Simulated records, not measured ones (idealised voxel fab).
Presented below is a process module, voxel gate over fins.
Pictured: cross-section cut, 245 nm wide, on a grid of 5 nm square cells.
Notation: cross-section as square-cell grid; stated in bands, top first, going down; one or more cell rows per band.
First you get the band's top height and its bottom height, in nm, and then the materials it's made of, left to right, with each width in nm. If you see a single material with "everywhere", that one covers the band edge to edge. "empty" is empty space.
Note: height 0 marks the level under which the wafer is uniformly one material as received. Lowest band unbounded below, written "top 0, no bottom".
So if you see something like "30->40" for the width, read it as the top row of the band sitting at the first number and the bottom row at the second, with every row in between moving by the same amount as the last.
"all unchanged", as given for a step, is the statement that not any cell of the cross-section underwent a change during that step.
The list in "Closed-off voids" covers empty spaces of 8 cells or more that cannot reach the top through any open way, and it gives each as width x height at distance; the distance is from the left edge, and width, height and distance are in nm.
Formally, on a step line, whatever follows the settings is a remark that the simulator itself makes on the step.
For masked steps, "overlay nm" on the step line gives how far right of plan the mask actually lay; a minus sign means it lay to the left.
List of planned process steps
1. RECEIVE (material Si)
2. CONFORMAL_DEP (material SiN; thk nm 5)
3. PATTERN (tone cover; mask id FINS; material resist; width nm 15; pitch nm 35; thk nm 15; overlay nm 0)
4. DIRECTIONAL_ETCH (etch materials SiN; depth nm 5)
5. DIRECTIONAL_ETCH (etch materials Si; depth nm 40)
6. STRIP (etch materials resist)
7. FILL_DEP (material SiO2; thk nm 10)
8. CMP (height nm 5)
9. SELECTIVE_ETCH (etch materials SiO2; depth nm 15)
10. STRIP (etch materials SiN)
11. CONFORMAL_DEP (material HfO2; thk nm 5)
12. CONFORMAL_DEP (material TiN; thk nm 5)
13. FILL_DEP (material W; thk nm 15)
14. CMP (height nm 20)
15. CONFORMAL_DEP (material SiCN; thk nm 5)
Cross-section: wafer on arrival = after step 1
	top 0, no bottom: Si everywhere
	Closed-off voids: none
Run as planned - first of the two wafers cross-sectioned at the end of the module
	top 25, bottom 20: SiCN everywhere
	top 20, bottom 10: W everywhere
	top 10, bottom 5: W (50) / TiN (140) / W (55)
	top 5, bottom 0: W (50) / TiN (5) / HfO2 (25) / TiN (10) / HfO2 (25) / TiN (10) / HfO2 (25) / TiN (10) / HfO2 (25) / TiN (5) / W (55)
	top 0, bottom -5: TiN (55) / HfO2 (5) / Si (15) / HfO2 (5) / TiN (10) / HfO2 (5) / Si (15) / HfO2 (5) / TiN (10) / HfO2 (5) / Si (15) / HfO2 (5) / TiN (10) / HfO2 (5) / Si (15) / HfO2 (5) / TiN (60)
	top -5, bottom -10: HfO2 (60) / Si (15) / HfO2 (20) / Si (15) / HfO2 (20) / Si (15) / HfO2 (20) / Si (15) / HfO2 (65)
	top -10, bottom -40: SiO2 (60) / Si (15) / SiO2 (20) / Si (15) / SiO2 (20) / Si (15) / SiO2 (20) / Si (15) / SiO2 (65)
	top -40, no bottom: Si everywhere
	Closed-off voids: none
Wafer two, sectioned after the module: the first wafer's start, the first wafer's plan, and one mistake in how it was run
	top 25, bottom 20: SiCN everywhere
	top 20, bottom 10: W everywhere
	top 10, bottom 5: W (50) / TiN (140) / W (55)
	top 5, bottom 0: W (50) / TiN (5) / SiCN (25) / TiN (10) / SiCN (25) / TiN (10) / SiCN (25) / TiN (10) / SiCN (25) / TiN (5) / W (55)
	top 0, bottom -5: TiN (55) / SiCN (5) / Si (15) / SiCN (5) / TiN (10) / SiCN (5) / Si (15) / SiCN (5) / TiN (10) / SiCN (5) / Si (15) / SiCN (5) / TiN (10) / SiCN (5) / Si (15) / SiCN (5) / TiN (60)
	top -5, bottom -10: SiCN (60) / Si (15) / SiCN (20) / Si (15) / SiCN (20) / Si (15) / SiCN (20) / Si (15) / SiCN (65)
	top -10, bottom -40: SiO2 (60) / Si (15) / SiO2 (20) / Si (15) / SiO2 (20) / Si (15) / SiO2 (20) / Si (15) / SiO2 (65)
	top -40, no bottom: Si everywhere
	Closed-off voids: none
It is concluded that the wafer was processed incorrectly with respect to the plan, in that note that step 11 departed from the planned setting and was carried out as CONFORMAL_DEP (material SiCN; thk nm 5)
Bottom line after processing is that, in cells, the second wafer is up or down on some materials versus the first: -65 HfO2, +65 SiCN
